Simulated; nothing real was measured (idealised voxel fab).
The document below concerns the process module designated voxel capacitor over wiring.
This is section cut - it's 215 nm across, gridded in 5 nm square cells.
A cross-section in this document is a grid of square cells, and it is written down as bands, the top band listed before the ones below it; a band is made up of one or more rows of cells. The entry gives the band's vertical extent as a top height and a bottom height in nm, then its horizontal make-up as materials from left to right, each with a width in nm. "empty" stands for empty space; a single material marked "edge to edge" fills the band edge to edge. Convention: height 0 is the level below which the wafer, as received, is all one material. The lowest band does not terminate at the bottom but continues downward, represented as "from 0 down". The width entry "30..40" should be interpreted row by row: the top row of cells in the band takes the first number, the bottom row takes the second number, and the change between adjacent rows is uniform throughout. "same as before" for a step: no cell of the cross-section changed in that step. "Tabulated closed voids" lists enclosed empty spaces (at least 8 cells, no open path upward to the top), each as width x height at distance from the left edge, in nm. Formally, on a step line, whatever follows the settings is a remark that the simulator itself makes on the step. overlay nm: right-of-plan distance of the mask on a masked step; negative values mean left-of-plan.
**Listed below are the process steps as planned**
step 1: RECEIVE: material Si
step 2: CONFORMAL_DEP: material SiO2, thk nm 15
step 3: CONFORMAL_DEP: material SiN, thk nm 5
step 4: DIRECTIONAL_DEP: material lowk, thk nm 20
step 5: MASKED_ETCH: tone open, mask id METAL_1, width nm 25, pitch nm 95, etch materials lowk, depth nm 20, overlay nm 0
step 6: MASKED_ETCH: tone open, mask id METAL_1, width nm 15, pitch nm 95, etch materials SiN, depth nm 5, overlay nm 0
step 7: CONFORMAL_DEP: material TiN, thk nm 5
step 8: FILL_DEP: material W, thk nm 5
step 9: CMP: height nm 40
step 10: EPI: material Ru, thk nm 5
step 11: FILL_DEP: material SiCN, thk nm 5
step 12: DIRECTIONAL_DEP: material SiO2, thk nm 10
step 13: PATTERN: tone open, mask id PLUG_1, material resist, width nm 15, thk nm 15, overlay nm 0
step 14: DIRECTIONAL_ETCH: etch materials SiO2, depth nm 10
step 15: DIRECTIONAL_ETCH: etch materials SiCN, depth nm 5
step 16: STRIP: etch materials resist
step 17: CONFORMAL_DEP: material TiN, thk nm 5
step 18: FILL_DEP: material Ru, thk nm 5
step 19: CMP: height nm 60
step 20: DIRECTIONAL_DEP: material TiN, thk nm 10
step 21: DIRECTIONAL_DEP: material HfO2, thk nm 5
step 22: DIRECTIONAL_DEP: material TiN, thk nm 10
step 23: DIRECTIONAL_DEP: material aC, thk nm 10
step 24: PATTERN: tone cover, mask id UPPER_PLATE, material resist, width nm 75, thk nm 25, overlay nm 0
step 25: DIRECTIONAL_ETCH: etch materials aC, depth nm 10
step 26: STRIP: etch materials resist
step 27: DIRECTIONAL_ETCH: etch materials TiN, depth nm 10
step 28: DIRECTIONAL_ETCH: etch materials HfO2, depth nm 5
step 29: STRIP: etch materials aC
step 30: MASKED_ETCH: tone cover, mask id LOWER_PLATE, width nm 85, etch materials TiN, depth nm 10, overlay nm 0
step 31: FILL_DEP: material SiO2, thk nm 20
step 32: CMP: height nm 100
step 33: PATTERN: tone open, mask id PLUG_2, material resist, width nm 15, thk nm 20, overlay nm 0
step 34: DIRECTIONAL_ETCH: etch materials SiO2, depth nm 15
step 35: STRIP: etch materials resist
step 36: CONFORMAL_DEP: material TiN, thk nm 5
step 37: FILL_DEP: material Ru, thk nm 5
step 38: CMP: height nm 100
step 39: CONFORMAL_DEP: material SiN, thk nm 5
Wafer-to-wafer difference: width nm, step 6. Common start. Plan = first wafer's value.
**Cross-section of the first incoming wafer of several, state after step 1**
  from 0 down: Si edge to edge
  Tabulated closed voids: none
**Last step of the module is step 39; after it, the first of several wafers in cross-section**
  from 105 to 100: SiN edge to edge
  from 100 to 90: SiO2: 65; TiN: 5; Ru: 5; TiN: 5; SiO2: 135
  from 90 to 85: SiO2: 65; TiN: 15; SiO2: 135
  from 85 to 75: SiO2: 55; TiN: 75; SiO2: 85
  from 75 to 70: SiO2: 55; HfO2: 75; SiO2: 85
  from 70 to 60: SiO2: 50; TiN: 85; SiO2: 80
  from 60 to 50: SiO2: 55; TiN: 5; Ru: 5; TiN: 5; SiO2: 145
  from 50 to 45: SiCN: 55; TiN: 15; SiCN: 145
  from 45 to 40: SiCN: 40; Ru: 35; SiCN: 60; Ru: 35; SiCN: 45
  from 40 to 25: lowk: 45; TiN: 5; W: 15; TiN: 5; lowk: 70; TiN: 5; W: 15; TiN: 5; lowk: 50
  from 25 to 20: lowk: 45; TiN: 10; W: 5; TiN: 10; lowk: 70; TiN: 10; W: 5; TiN: 10; lowk: 50
  from 20 to 15: SiN: 50; TiN: 15; SiN: 80; TiN: 15; SiN: 55
  from 15 to 0: SiO2 edge to edge
  from 0 down: Si edge to edge
  Tabulated closed voids: none
**Cross-sectional view, end of module, last wafer of several**
  from 105 to 100: SiN edge to edge
  from 100 to 90: SiO2: 65; TiN: 5; Ru: 5; TiN: 5; SiO2: 135
  from 90 to 85: SiO2: 65; TiN: 15; SiO2: 135
  from 85 to 75: SiO2: 55; TiN: 75; SiO2: 85
  from 75 to 70: SiO2: 55; HfO2: 75; SiO2: 85
  from 70 to 60: SiO2: 50; TiN: 85; SiO2: 80
  from 60 to 50: SiO2: 55; TiN: 5; Ru: 5; TiN: 5; SiO2: 145
  from 50 to 45: SiCN: 55; TiN: 15; SiCN: 145
  from 45 to 40: SiCN: 40; Ru: 35; SiCN: 60; Ru: 35; SiCN: 45
  from 40 to 20: lowk: 45; TiN: 5; W: 15; TiN: 5; lowk: 70; TiN: 5; W: 15; TiN: 5; lowk: 50
  from 20 to 15: SiN: 45; TiN: 25; SiN: 70; TiN: 25; SiN: 50
  from 15 to 0: SiO2 edge to edge
  from 0 down: Si edge to edge
  Tabulated closed voids: none
**Gained (+) or lost (-) cells of each material since receipt, then closed voids: one row per wafer, at the end of the module**
width nm 15; +15 HfO2; +18 Ru; +69 SiCN; +80 SiN; +465 SiO2; +104 TiN; +20 W; +132 lowk; Tabulated closed voids: none
width nm 20; +15 HfO2; +18 Ru; +69 SiCN; +78 SiN; +465 SiO2; +104 TiN; +22 W; +132 lowk; Tabulated closed voids: none
width nm 25; +15 HfO2; +18 Ru; +69 SiCN; +76 SiN; +465 SiO2; +104 TiN; +24 W; +132 lowk; Tabulated closed voids: none
width nm 30; +15 HfO2; +18 Ru; +69 SiCN; +76 SiN; +465 SiO2; +104 TiN; +24 W; +132 lowk; Tabulated closed voids: none
width nm 35; +15 HfO2; +18 Ru; +69 SiCN; +76 SiN; +465 SiO2; +104 TiN; +24 W; +132 lowk; Tabulated closed voids: none
width nm 40; +15 HfO2; +18 Ru; +69 SiCN; +76 SiN; +465 SiO2; +104 TiN; +24 W; +132 lowk; Tabulated closed voids: none
